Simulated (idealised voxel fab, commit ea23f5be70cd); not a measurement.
Process module in this document: voxel lift off
For reference, the cross-section in this document is cut, with width 165 nm and square cells of 5 nm.
Reading order for cross-sections: top band down to bottom band. Underlying form: a grid of square cells. Band size: one or more rows of cells. Read a band's entry like this: the first values are the height of its top and the height of its bottom in nm, and what follows is the sequence of materials from left to right, each with its width in nm. Note that "empty" is empty space, and that a single material marked "everywhere" reaches across the band from edge to edge. Height datum 0, below which the as-received substrate wafer is one material. Lowest band open at the bottom, running downward: "0 down". Graded width ("30 to 40"): value in top row of band = first number; value in bottom row = second number; row-to-row change constant. Key: "everything unchanged" - step with no changed cell in the cross-section. In the "Fully sealed cavities" entry, you get each enclosed empty space of 8 cells or more, one with no open way to the top, written width x height at distance, distance from the left edge, in nm. On each step's line, the part that comes after the settings is the simulator's own comment on the step. overlay nm: mask offset rightward from planned place, masked step; negative means leftward offset.
# The steps planned for the process are as follows
1: RECEIVE: material Si
2: CONFORMAL_DEP: material Al2O3, thk nm 5
3: PATTERN: tone open, mask id LINES, material resist, width nm 15, pitch nm 45, thk nm 20, overlay nm 0
4: DIRECTIONAL_DEP: material Ru, thk nm 5
5: STRIP: etch materials resist
6: CONFORMAL_DEP: material SiCN, thk nm 5
# Wafer, first of two, run as planned
# Received-state cross-section, reflecting completion of step 1
> 0 down = Si everywhere
> Fully sealed cavities: none
# Presented here is a cross-section of the wafer after step 2 has been performed
> 5 to 0 = Al2O3 everywhere
> Everything below 0 is unchanged.
# Presented here is a cross-section of the wafer after step 3 has been performed
> 25 to 5 = resist: 50, empty: 15, resist: 30, empty: 15, resist: 55
> Everything below 5 is unchanged.
# Presented here is a cross-section of the wafer after step 4 has been performed
> 30 to 25 = Ru: 50, empty: 15, Ru: 30, empty: 15, Ru: 55
> 25 to 10 = resist: 50, empty: 15, resist: 30, empty: 15, resist: 55
> 10 to 5 = resist: 50, Ru: 15, resist: 30, Ru: 15, resist: 55
> Everything below 5 is unchanged.
# Presented here is a cross-section of the wafer after step 5 has been performed
> 10 to 5 = empty: 50, Ru: 15, empty: 30, Ru: 15, empty: 55
> Everything below 5 is unchanged.
# Presented here is a cross-section of the wafer after step 6 has been performed
> 15 to 10 = empty: 45, SiCN: 25, empty: 20, SiCN: 25, empty: 50
> 10 to 5 = SiCN: 50, Ru: 15, SiCN: 30, Ru: 15, SiCN: 55
> Everything below 5 is unchanged.
# It is to be noted that the second wafer proceeded from the same initial state and according to the same plan as the first, although one mistake was committed in its execution; through step 5, inclusive, the two wafers share an identical history
# Cross-section, second wafer, at the end time the plan gives for step 6
> 25 to 20 = empty: 35, SiCN: 90, empty: 40
> 20 to 10 = SiCN everywhere
> 10 to 5 = SiCN: 50, Ru: 15, SiCN: 30, Ru: 15, SiCN: 55
> Everything below 5 is unchanged.
Error vs. plan: step 6 went in with a setting other than planned; the actual run was CONFORMAL_DEP: material SiCN, thk nm 15
Once processing is complete, comparing cell counts shows that the second wafer has more or fewer of certain materials than the first: 74 more of SiCN
